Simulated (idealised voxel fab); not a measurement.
The following is a process module called voxel spacer lines.
Section cut is 230 nm wide and gridded with 5 nm square cells.
Just so we're on the same page, the cross-sections are grids of square cells, and they're listed out in bands top to bottom, each band one or more rows deep. It is stipulated that each band's entry specify, in nanometres, the height of the top of the band and then that of its bottom, followed by the materials of the band in left-to-right sequence, each together with its width in nanometres. A single material marked by the word "throughout" is understood to fill the band from edge to edge; the word "empty" is understood to denote empty space. Basically, 0 is our baseline, since under it the wafer straight out of the box is all one material. The bottom band has no lower end and keeps on going down, so it looks like "0 nm and below". When a width is written as two numbers, as in "30 to 40", the first number is the width in the top row of cells of the band and the second is the width in its bottom row, and the width changes by the same amount from each row to the next. "nothing altered" (step): cross-section cells unchanged, all of them. "Voids, fully enclosed" - sealed voids, min. 8 cells, no opening to top; format: width x height at distance (distance from left edge; nm throughout). Formally, on a step line, whatever follows the settings is a remark that the simulator itself makes on the step. Steps that use a mask can have "overlay nm" on their line. It says how far the mask sat to the right of where it was meant to be. Negative means to the left.
-- Planned process steps
1) RECEIVE | material Si
2) CONFORMAL_DEP | material SiO2 | thk nm 5
3) DIRECTIONAL_DEP | material polySi | thk nm 10
4) DIRECTIONAL_DEP | material aC | thk nm 20
5) PATTERN | tone cover | mask id MANDREL | material resist | width nm 20 | pitch nm 70 | thk nm 25 | overlay nm 0
6) DIRECTIONAL_ETCH | etch materials aC | depth nm 20
7) STRIP | etch materials resist
8) CONFORMAL_DEP | material SiN | thk nm 15
9) DIRECTIONAL_ETCH | etch materials SiN | depth nm 15
10) STRIP | etch materials aC
11) DIRECTIONAL_ETCH | etch materials polySi | depth nm 10
12) STRIP | etch materials SiN
13) FILL_DEP | material lowk | thk nm 10
14) CMP | height nm 15
-- Cross-section of the incoming wafer, state after step 1
> 0 nm and below  Si throughout
> Voids, fully enclosed: none
-- Post-module cross-section: identical start and plan to those above, one misstep in execution
> 15 nm to 10 nm  lowk throughout
> 10 nm to 0 nm  55 nm lowk  15 nm polySi  20 nm lowk  15 nm polySi  20 nm lowk  15 nm polySi  20 nm lowk  15 nm polySi  55 nm lowk
> 0 nm and below  Si throughout
> Voids, fully enclosed: none
Error vs. plan: step 2 from the plan never happened, it was just skipped
